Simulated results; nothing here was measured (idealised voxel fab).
process module | voxel fin reveal
cross-section cut | 250 nm wide | cells 5 nm
A cross-section is a grid of square cells, given in bands from the top down. A band is one or more rows of cells.
Each band's line starts with the height of the band's top and of its bottom, in nm. Then come its materials from left to right, each with its width in nm. One material with "throughout" fills the band from edge to edge. "air" is empty space.
Height 0 is the level under which the wafer as received is all one material. The lowest band goes on downwards, as in "0 down".
A width such as "30 to 40" changes by the same amount from each row of cells to the next, from the band's top row to its bottom row.
"no change" after a step means that no cell of the cross-section changed.
closed voids: empty space of 8 cells or more with no open way to the top, each as width x height at its distance from the left edge, in nm
after a step's settings: what the simulator itself notes on the step
overlay nm, on a step with a mask: how far to the right of its planned place the mask lay; to the left if negative
plan
1 op RECEIVE | material Si
2 op CONFORMAL_DEP | material SiN | thk nm 10
3 op PATTERN | tone cover | mask id FINS | material resist | width nm 15 | pitch nm 35 | thk nm 20 | overlay nm 0
4 op DIRECTIONAL_ETCH | etch materials SiN | depth nm 10
5 op DIRECTIONAL_ETCH | etch materials Si | depth nm 35
6 op STRIP | etch materials resist
7 op FILL_DEP | material SiO2 | thk nm 10
8 op CMP | height nm 10
9 op SELECTIVE_ETCH | etch materials SiO2 | depth nm 25
10 op STRIP | etch materials SiN
11 op CONFORMAL_DEP | material HfO2 | thk nm 5
as received, after step 1
  0 down: Si throughout
  closed voids: none
a wafer at the end: this start, this plan, one mistake
  5 to 0: HfO2 70 | air 5 | HfO2 30 | air 5 | HfO2 30 | air 5 | HfO2 30 | air 5 | HfO2 70
  0 to -10: Si 65 | HfO2 5 | air 5 | HfO2 5 | Si 20 | HfO2 5 | air 5 | HfO2 5 | Si 20 | HfO2 5 | air 5 | HfO2 5 | Si 20 | HfO2 5 | air 5 | HfO2 5 | Si 65
  -10 to -15: Si 65 | HfO2 15 | Si 20 | HfO2 15 | Si 20 | HfO2 15 | Si 20 | HfO2 15 | Si 65
  -15 to -35: Si 65 | SiO2 15 | Si 20 | SiO2 15 | Si 20 | SiO2 15 | Si 20 | SiO2 15 | Si 65
  -35 down: Si throughout
  closed voids: none
what went wrong: step 3 ran as: op PATTERN | tone open | mask id FINS | material resist | width nm 15 | pitch nm 35 | thk nm 20 | overlay nm 0
